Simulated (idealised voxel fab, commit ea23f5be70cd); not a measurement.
process module | voxel transistor to metal
cross-section cut | 170 nm wide | cells 5 nm
A cross-section is a grid of square cells, given in bands from the top down. A band is one or more rows of cells.
Each band's line starts with the height of the band's top and of its bottom, in nm. Then come its materials from left to right, each with its width in nm. One material with "throughout" fills the band from edge to edge. "air" is empty space.
Height 0 is the level under which the wafer as received is all one material. The lowest band goes on downwards, as in "0 down".
A width such as "30 to 40" changes by the same amount from each row of cells to the next, from the band's top row to its bottom row.
"no change" after a step means that no cell of the cross-section changed.
closed voids: empty space of 8 cells or more with no open way to the top, each as width x height at its distance from the left edge, in nm
after a step's settings: what the simulator itself notes on the step
overlay nm, on a step with a mask: how far to the right of its planned place the mask lay; to the left if negative
plan
1 op RECEIVE | material Si
2 op OXIDIZE | depth nm 5
3 op CONFORMAL_DEP | material SiN | thk nm 10
4 op DIRECTIONAL_DEP | material aC | thk nm 10
5 op PATTERN | tone cover | mask id ACTIVE | material resist | width nm 105 | thk nm 25 | overlay nm 0
6 op DIRECTIONAL_ETCH | etch materials aC | depth nm 10
7 op STRIP | etch materials resist
8 op DIRECTIONAL_ETCH | etch materials SiN | depth nm 10
9 op DIRECTIONAL_ETCH | etch materials SiO2 | depth nm 5
10 op DIRECTIONAL_ETCH | etch materials Si | depth nm 20
11 op STRIP | etch materials aC
12 op FILL_DEP | material SiO2 | thk nm 10
13 op CMP | height nm 10
14 op SELECTIVE_ETCH | etch materials SiO2 | depth nm 10
15 op STRIP | etch materials SiN
16 op SELECTIVE_ETCH | etch materials SiO2 | depth nm 5
17 op OXIDIZE | depth nm 5
18 op DIRECTIONAL_DEP | material polySi | thk nm 25
19 op DIRECTIONAL_DEP | material SiCN | thk nm 10
20 op MASKED_ETCH | tone cover | mask id GATE | width nm 15 | etch materials SiCN | depth nm 20 | overlay nm 0
21 op MASKED_ETCH | tone cover | mask id GATE | width nm 15 | etch materials polySi | depth nm 35 | overlay nm 0
22 op CONFORMAL_DEP | material SiN | thk nm 10
23 op DIRECTIONAL_ETCH | etch materials SiN | depth nm 10
24 op DIRECTIONAL_ETCH | etch materials SiO2 | depth nm 5
25 op DIRECTIONAL_ETCH | etch materials Si | depth nm 10
26 op EPI | material pSi | thk nm 10
27 op FILL_DEP | material SiO2 | thk nm 5
28 op CMP | height nm 30
29 op DIRECTIONAL_DEP | material SiO2 | thk nm 10
30 op MASKED_ETCH | tone open | mask id CONTACT | width nm 30 | pitch nm 55 | etch materials SiO2 | depth nm 50 | overlay nm 0
31 op CONFORMAL_DEP | material TiN | thk nm 5
32 op FILL_DEP | material Ru | thk nm 5
33 op CMP | height nm 40
34 op DIRECTIONAL_DEP | material TiN | thk nm 5
35 op DIRECTIONAL_DEP | material W | thk nm 15
36 op MASKED_ETCH | tone cover | mask id METAL_1 | width nm 20 | pitch nm 65 | etch materials W | depth nm 15 | overlay nm 0
37 op MASKED_ETCH | tone cover | mask id METAL_1 | width nm 20 | pitch nm 65 | etch materials TiN | depth nm 5 | overlay nm 0
38 op FILL_DEP | material SiO2 | thk nm 10
39 op CMP | height nm 60
40 op CONFORMAL_DEP | material SiCN | thk nm 5
as received, after step 1
  0 down: Si throughout
  closed voids: none
a wafer at the end: this start, this plan, one mistake
  70 to 65: SiCN throughout
  65 to 60: SiO2 throughout
  60 to 45: SiO2 40 | W 20 | SiO2 45 | W 20 | SiO2 45
  45 to 40: SiO2 40 | TiN 20 | SiO2 45 | TiN 20 | SiO2 45
  40 to 30: SiO2 40 | TiN 5 | Ru 20 to 15 | TiN 5 to 10 | SiO2 25 | TiN 5 to 10 | Ru 20 to 15 | TiN 5 | SiO2 45
  30 to 20: SiO2 40 | TiN 5 | Ru 15 | TiN 5 | SiN 10 | SiCN 15 | SiN 10 | TiN 5 | Ru 15 | TiN 5 | SiO2 45
  20 to 5: SiO2 40 | TiN 5 | Ru 15 | TiN 5 | SiN 10 | polySi 15 | SiN 10 | TiN 5 | Ru 15 | TiN 5 | SiO2 45
  5 to 0: SiO2 40 | TiN 5 | Ru 5 | TiN 15 | SiN 10 | polySi 15 | SiN 10 | TiN 15 | Ru 5 | TiN 5 | SiO2 45
  0 to -5: SiO2 40 | TiN 5 | Ru 5 | TiN 5 | pSi 10 | SiN 10 | polySi 15 | SiN 10 | pSi 10 | TiN 5 | Ru 5 | TiN 5 | SiO2 45
  -5 to -10: SiO2 40 | TiN 15 | pSi 10 | SiO2 35 | pSi 10 | TiN 15 | SiO2 45
  -10 to -20: SiO2 30 | pSi 35 | Si 35 | pSi 35 | SiO2 35
  -20 to -25: SiO2 30 | Si 105 | SiO2 35
  -25 down: Si throughout
  closed voids: none
what went wrong: step 39 ran as: op CMP | height nm 65
